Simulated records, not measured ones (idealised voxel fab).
Presented below is a process module, voxel capacitor over wiring.
It is cross-section cut that appears here, measuring 240 nm in width, its square cells being 5 nm in size.
We lay out every cross-section as a grid of square cells and spell it out in bands from the top down, where one band means one or more rows of cells.
A band entry consists of two parts. The first gives the height of the band's top and the height of its bottom, in nm. The rest lists the band's materials from left to right, each with its width in nm. A single material labelled with the word "everywhere" fills the band from edge to edge, and the word "empty" marks empty space.
Height reference: 0 = level under which incoming wafer is all one material. Lowest band: no bottom, runs on downward, e.g. "0 nm and below".
A width given as "30 to 40" starts at the first number in the band's top row and ends at the second number in its bottom row, shifting by an equal amount at every step from row to row.
Reading "identical to before" for a step: not a cell of the cross-section changed in it.
Basically, "Sealed cavities" tells you about the enclosed voids: empty spaces with no open way to the top, 8 cells or bigger, each written width x height at distance, where distance is from the left edge, all in nm.
Heads up: the bit after the settings on a step's line is the simulator's remark on that step.
overlay nm: right-of-plan distance of the mask on a masked step; negative values mean left-of-plan.

LISTED BELOW ARE THE PROCESS STEPS AS PLANNED
1 RECEIVE with material Si
2 CONFORMAL_DEP with material SiO2, thk nm 15
3 CONFORMAL_DEP with material SiCN, thk nm 5
4 DIRECTIONAL_DEP with material lowk, thk nm 15
5 PATTERN with tone open, mask id METAL_1, material resist, width nm 20, pitch nm 70, thk nm 20, overlay nm 0
6 DIRECTIONAL_ETCH with etch materials lowk, depth nm 15
7 DIRECTIONAL_ETCH with etch materials SiCN, depth nm 5
8 STRIP with etch materials resist
9 CONFORMAL_DEP with material TiN, thk nm 5
10 FILL_DEP with material Cu, thk nm 10
11 CMP with height nm 35
12 CONFORMAL_DEP with material SiCN, thk nm 5
13 DIRECTIONAL_DEP with material lowk, thk nm 15
14 MASKED_ETCH with tone open, mask id PLUG_1, width nm 15, etch materials lowk, depth nm 15, overlay nm 0
15 MASKED_ETCH with tone open, mask id PLUG_1, width nm 15, etch materials SiCN, depth nm 5, overlay nm 0
16 CONFORMAL_DEP with material TiN, thk nm 5
17 FILL_DEP with material Cu, thk nm 10
18 CMP with height nm 55
19 DIRECTIONAL_DEP with material TiN, thk nm 5
20 DIRECTIONAL_DEP with material HfO2, thk nm 5
21 DIRECTIONAL_DEP with material TiN, thk nm 5
22 PATTERN with tone cover, mask id UPPER_PLATE, material resist, width nm 55, thk nm 15, overlay nm 0
23 DIRECTIONAL_ETCH with etch materials TiN, depth nm 5
24 DIRECTIONAL_ETCH with etch materials HfO2, depth nm 5
25 STRIP with etch materials resist
26 DIRECTIONAL_DEP with material aC, thk nm 15
27 PATTERN with tone cover, mask id LOWER_PLATE, material resist, width nm 65, thk nm 30, overlay nm 0
28 DIRECTIONAL_ETCH with etch materials aC, depth nm 15
29 STRIP with etch materials resist
30 DIRECTIONAL_ETCH with etch materials TiN, depth nm 5
31 STRIP with etch materials aC
32 FILL_DEP with material SiO2, thk nm 15
33 CMP with height nm 80
34 MASKED_ETCH with tone open, mask id PLUG_2, width nm 15, etch materials SiO2, depth nm 10, overlay nm 0
35 CONFORMAL_DEP with material TiN, thk nm 5
36 FILL_DEP with material Ru, thk nm 10
37 CMP with height nm 80
38 CONFORMAL_DEP with material SiN, thk nm 5

CROSS-SECTION: WAFER ON ARRIVAL = AFTER STEP 1
    0 nm and below | Si everywhere
    Sealed cavities: none

POST-MODULE CROSS-SECTION OF THE FIRST OF TWO WAFERS (RUN PER PLAN)
    85 nm to 80 nm | SiN everywhere
    80 nm to 75 nm | 90 SiO2; 5 TiN; 5 Ru; 5 TiN; 135 SiO2
    75 nm to 65 nm | 90 to 80 SiO2; 15 to 55 TiN; 135 to 105 SiO2
    65 nm to 60 nm | 80 SiO2; 55 HfO2; 105 SiO2
    60 nm to 55 nm | 75 SiO2; 65 TiN; 100 SiO2
    55 nm to 40 nm | 80 lowk; 5 TiN; 5 Cu; 5 TiN; 145 lowk
    40 nm to 35 nm | 80 SiCN; 15 TiN; 145 SiCN
    35 nm to 20 nm | 75 lowk; 5 TiN; 10 Cu; 5 TiN; 50 lowk; 5 TiN; 10 Cu; 5 TiN; 75 lowk
    20 nm to 15 nm | 75 SiCN; 20 TiN; 50 SiCN; 20 TiN; 75 SiCN
    15 nm to 0 nm | SiO2 everywhere
    0 nm and below | Si everywhere
    Sealed cavities: none

CROSS-SECTION, SECOND WAFER: SAME START AS THE FIRST, SAME PLAN AS THE FIRST, ONE MISTAKE IN RUNNING IT; TAKEN AT THE END OF THE MODULE
    85 nm to 80 nm | SiN everywhere
    80 nm to 75 nm | 95 TiN; 5 Ru; 140 TiN
    75 nm to 65 nm | 90 to 80 SiO2; 15 to 55 TiN; 135 to 105 SiO2
    65 nm to 60 nm | 80 SiO2; 55 HfO2; 105 SiO2
    60 nm to 55 nm | 75 SiO2; 65 TiN; 100 SiO2
    55 nm to 40 nm | 80 lowk; 5 TiN; 5 Cu; 5 TiN; 145 lowk
    40 nm to 35 nm | 80 SiCN; 15 TiN; 145 SiCN
    35 nm to 20 nm | 75 lowk; 5 TiN; 10 Cu; 5 TiN; 50 lowk; 5 TiN; 10 Cu; 5 TiN; 75 lowk
    20 nm to 15 nm | 75 SiCN; 20 TiN; 50 SiCN; 20 TiN; 75 SiCN
    15 nm to 0 nm | SiO2 everywhere
    0 nm and below | Si everywhere
    Sealed cavities: none
Error vs. plan: step 33 was processed under conditions differing from the plan, specifically as CMP with height nm 75
Wafer comparison, final, in cells, second relative to first, materials more or fewer: -45 SiO2 | +45 TiN
